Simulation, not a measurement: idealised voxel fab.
The following is a process module called voxel tone inversion.
It is cross-section cut that appears here, measuring 300 nm in width, its square cells being 5 nm in size.
Think of the cross-section as a grid of square cells. We describe it in bands, top to bottom, and each band covers one or more rows of those cells.
Heights first: top, then bottom, in nm. Then materials, left to right, each with a width in nm. "edge to edge" on a single material: fills the band edge to edge. "air": empty space.
Height reference: 0 = level under which incoming wafer is all one material. Lowest band: no bottom, runs on downward, e.g. "top 0, no bottom".
Width spec "30..40" -> top row of cells at first value, bottom row at second value, equal per-row change in between.
Where the words "remained unchanged" appear for a step, the cross-section shows no cell changed by that step; every cell remained as before.
Voids not open to the top, 8 cells minimum: see "Unvented cavities". Written width x height at distance; distance is from the left edge; nm.
after a step's settings: what the simulator itself notes on the step
The line of a step may include "overlay nm". On a step with a mask, this value is how far to the right of its planned place the mask lay. A negative value means the mask lay to the left.

### The following list gives the planned process steps
1. RECEIVE | material Si
2. CONFORMAL_DEP | material SiN | thk nm 5
3. DIRECTIONAL_DEP | material aC | thk nm 20
4. PATTERN | tone cover | mask id POSTS | material resist | width nm 25 | pitch nm 45 | thk nm 25 | overlay nm 0
5. DIRECTIONAL_ETCH | etch materials aC | depth nm 20
6. STRIP | etch materials resist
7. FILL_DEP | material SiO2 | thk nm 10
8. CMP | height nm 25
9. STRIP | etch materials aC

### As-received wafer cross-section (after step 1)
- top 0, no bottom = Si edge to edge
- Unvented cavities: none

### Look at the cross-section after the module: the wafer started out the way shown above and the plan was the one shown above, yet one mistake was made along the way
- top 25, bottom 5 = SiO2 (75), then air (25), then SiO2 (20), then air (25), then SiO2 (20), then air (25), then SiO2 (20), then air (25), then SiO2 (65)
- top 5, bottom 0 = SiN edge to edge
- top 0, no bottom = Si edge to edge
- Unvented cavities: none
What went wrong in running the wafer? note that step 4 departed from the planned setting and was carried out as PATTERN | tone cover | mask id POSTS | material resist | width nm 25 | pitch nm 45 | thk nm 25 | overlay nm 5
